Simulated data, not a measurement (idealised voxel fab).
You're looking at the process module voxel self aligned vias.
It is cross-section cut that appears here, measuring 175 nm in width, its square cells being 5 nm in size.
Cross-section format: a grid of square cells, given as bands from top to bottom; each band is one or more rows of cells.
The band entry comprises the height of the band's top followed by the height of its bottom, expressed in nm, and subsequently the band's materials from left to right, each stated together with its width in nm. Where a single material is marked with the word "edge to edge", that material fills the band from edge to edge. The word "air" represents empty space.
The level at which height equals 0 is the one under which the wafer, as it arrives, is entirely one material. No lower edge exists for the bottom band, which continues downward and is notated as in "from 0 down".
Graded width ("30..40"): value in top row of band = first number; value in bottom row = second number; row-to-row change constant.
"left unchanged" (step): cross-section cells unchanged, all of them.
"Closed void register" means: voids of 8 cells or more that are shut off from the top with no open way through. Written width x height at distance, distance from the left edge, in nm.
Note: text after step settings on the step line = simulator remark on that step.
overlay nm: how far to the right of its planned place the mask lay on this masked step (negative: to the left).
### Steps planned for the process
| 1 | RECEIVE | material Si |
| 2 | CONFORMAL_DEP | material SiO2 | thk nm 10 |
| 3 | CONFORMAL_DEP | material SiCN | thk nm 5 |
| 4 | DIRECTIONAL_DEP | material lowk | thk nm 30 |
| 5 | PATTERN | tone open | mask id LINES | material resist | width nm 30 | pitch nm 65 | thk nm 15 | overlay nm -15 |
| 6 | DIRECTIONAL_ETCH | etch materials lowk | depth nm 30 |
| 7 | STRIP | etch materials resist |
| 8 | CONFORMAL_DEP | material TiN | thk nm 5 |
| 9 | FILL_DEP | material W | thk nm 10 |
| 10 | CMP | height nm 45 |
| 11 | SELECTIVE_ETCH | etch materials W Ru TiN | depth nm 10 |
| 12 | FILL_DEP | material SiN | thk nm 5 |
| 13 | CMP | height nm 45 |
| 14 | DIRECTIONAL_DEP | material lowk | thk nm 20 |
| 15 | PATTERN | tone open | mask id VIAS | material resist | width nm 40 | thk nm 20 | overlay nm 0 |
| 16 | DIRECTIONAL_ETCH | etch materials lowk | depth nm 20 |
| 17 | DIRECTIONAL_ETCH | etch materials SiN | depth nm 10 |
| 18 | STRIP | etch materials resist |
| 19 | CONFORMAL_DEP | material TiN | thk nm 5 |
| 20 | FILL_DEP | material Cu | thk nm 10 |
| 21 | CMP | height nm 65 |
| 22 | CONFORMAL_DEP | material SiN | thk nm 5 |
Be aware that, although all wafers share a common starting state, the overlay nm at step 5 differs among them, and the plan displays the first wafer's value.
### This is how the first of several wafers looked in cross-section when it arrived, which is after step 1
> from 0 down: Si edge to edge
> Closed void register: none
### Here is the cross-section of the first of several wafers at the end of the module, after its last step, step 22
> from 70 to 65: SiN edge to edge
> from 65 to 50: lowk=35 / TiN=5 / Cu=30 / TiN=5 / lowk=100
> from 50 to 45: lowk=35 / TiN=5 / Cu=10 / TiN=25 / lowk=100
> from 45 to 40: lowk=25 / SiN=10 / TiN=5 / Cu=10 / TiN=5 / lowk=35 / SiN=30 / lowk=55
> from 40 to 35: lowk=25 / SiN=10 / TiN=20 / lowk=35 / SiN=30 / lowk=55
> from 35 to 20: lowk=25 / TiN=5 / W=20 / TiN=5 / lowk=35 / TiN=5 / W=20 / TiN=5 / lowk=55
> from 20 to 15: lowk=25 / TiN=30 / lowk=35 / TiN=30 / lowk=55
> from 15 to 10: SiCN edge to edge
> from 10 to 0: SiO2 edge to edge
> from 0 down: Si edge to edge
> Closed void register: none
### Last wafer of the set, cross-sectioned at end of module
> from 70 to 65: SiN edge to edge
> from 65 to 50: lowk=35 / TiN=5 / Cu=30 / TiN=5 / lowk=100
> from 50 to 45: lowk=35 / TiN=25 / Cu=10 / TiN=5 / lowk=100
> from 45 to 40: lowk=55 / TiN=5 / Cu=10 / TiN=5 / SiN=10 / lowk=35 / SiN=30 / lowk=25
> from 40 to 35: lowk=55 / TiN=20 / SiN=10 / lowk=35 / SiN=30 / lowk=25
> from 35 to 20: lowk=55 / TiN=5 / W=20 / TiN=5 / lowk=35 / TiN=5 / W=20 / TiN=5 / lowk=25
> from 20 to 15: lowk=55 / TiN=30 / lowk=35 / TiN=30 / lowk=25
> from 15 to 10: SiCN edge to edge
> from 10 to 0: SiO2 edge to edge
> from 0 down: Si edge to edge
> Closed void register: none
### Each row below is a wafer at the end of the module, listing for every material the number of cells it has gained (+) or lost (-) since it was received, followed by its closed voids
overlay nm -15; +22 Cu; +35 SiCN; +51 SiN; +70 SiO2; +42 TiN; +24 W; +246 lowk; Closed void register: none
overlay nm -10; +24 Cu; +35 SiCN; +49 SiN; +70 SiO2; +42 TiN; +24 W; +246 lowk; Closed void register: none
overlay nm -5; +26 Cu; +35 SiCN; +47 SiN; +70 SiO2; +42 TiN; +24 W; +246 lowk; Closed void register: none
overlay nm 0; +26 Cu; +35 SiCN; +47 SiN; +70 SiO2; +42 TiN; +24 W; +246 lowk; Closed void register: none
overlay nm 5; +26 Cu; +35 SiCN; +47 SiN; +70 SiO2; +42 TiN; +24 W; +246 lowk; Closed void register: none
overlay nm 10; +24 Cu; +35 SiCN; +49 SiN; +70 SiO2; +42 TiN; +24 W; +246 lowk; Closed void register: none
overlay nm 15; +22 Cu; +35 SiCN; +51 SiN; +70 SiO2; +42 TiN; +24 W; +246 lowk; Closed void register: none
